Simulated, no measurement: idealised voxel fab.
Process module name: voxel ribs on slabs
Each square cell in cross-section cut measures 5 nm, and the section as a whole is 290 nm wide.
Cross-section = grid of square cells, listed top down in bands; band = one or more rows. Basically the band line says how high the top is and how high the bottom is, in nm, and then what's in it from left to right, every material with its width in nm. Empty space shows up as "empty", and if a single material carries "full width" it runs the full band edge to edge. The reference from which all heights are counted is 0, the level beneath which the as-received wafer is entirely one material; the lowest band, having no lower bound, proceeds downward and is written after the example "0 nm and below". Graded width ("30->40"): value in top row of band = first number; value in bottom row = second number; row-to-row change constant. Key: "no modifications" - step with no changed cell in the cross-section. In "Unvented internal voids" the enclosed voids are listed, meaning empty spaces of 8 cells or larger without any opening to the top. The form is width x height at distance, distance from the left edge, units nm. after a step's settings: what the simulator itself notes on the step. overlay nm: right-of-plan distance of the mask on a masked step; negative values mean left-of-plan.

THIS SECTION LISTS THE PROCESS STEPS THAT WERE PLANNED
- 1: RECEIVE, material Si
- 2: DIRECTIONAL_DEP, material SiO2, thk nm 20
- 3: DIRECTIONAL_DEP, material polySi, thk nm 25
- 4: DIRECTIONAL_DEP, material aC, thk nm 10
- 5: PATTERN, tone cover, mask id RIB, material resist, width nm 20, thk nm 25, overlay nm 0
- 6: DIRECTIONAL_ETCH, etch materials aC, depth nm 10
- 7: STRIP, etch materials resist
- 8: DIRECTIONAL_ETCH, etch materials polySi, depth nm 5
- 9: STRIP, etch materials aC
- 10: PATTERN, tone cover, mask id SLAB, material resist, width nm 70, thk nm 15, overlay nm 0
- 11: DIRECTIONAL_ETCH, etch materials polySi, depth nm 20
- 12: STRIP, etch materials resist
- 13: FILL_DEP, material SiO2, thk nm 30
- 14: CMP, height nm 65
- 15: DIRECTIONAL_DEP, material W, thk nm 5
- 16: MASKED_ETCH, tone cover, mask id HEATER, width nm 30, etch materials W, depth nm 5, overlay nm 0
- 17: CONFORMAL_DEP, material SiO2, thk nm 5

CROSS-SECTIONAL VIEW OF THE WAFER IN ITS AS-RECEIVED CONDITION, CORRESPONDING TO THE STATE AFTER STEP 1
* 0 nm and below = Si full width
* Unvented internal voids: none

WAFER CROSS-SECTION AT MODULE END: FIRST OF TWO, RUN TO PLAN
* 75 nm to 70 nm = empty: 125 / SiO2: 40 / empty: 125
* 70 nm to 65 nm = SiO2: 130 / W: 30 / SiO2: 130
* 65 nm to 45 nm = SiO2 full width
* 45 nm to 40 nm = SiO2: 135 / polySi: 20 / SiO2: 135
* 40 nm to 20 nm = SiO2: 110 / polySi: 70 / SiO2: 110
* 20 nm to 0 nm = SiO2 full width
* 0 nm and below = Si full width
* Unvented internal voids: none

THE SECOND WAFER, SHOWN IN CROSS-SECTION AFTER THE MODULE: STARTED THE SAME WAY AS THE FIRST AND GIVEN THE SAME PLAN, YET ONE MISTAKE CREPT INTO HOW IT WAS RUN
* 70 nm to 65 nm = empty: 130 / W: 30 / empty: 130
* 65 nm to 45 nm = SiO2 full width
* 45 nm to 40 nm = SiO2: 135 / polySi: 20 / SiO2: 135
* 40 nm to 20 nm = SiO2: 110 / polySi: 70 / SiO2: 110
* 20 nm to 0 nm = SiO2 full width
* 0 nm and below = Si full width
* Unvented internal voids: none
Plan not followed: plan step 17 skipped
Final wafer comparison in cells, second versus first, more or fewer per material: 60 fewer of SiO2
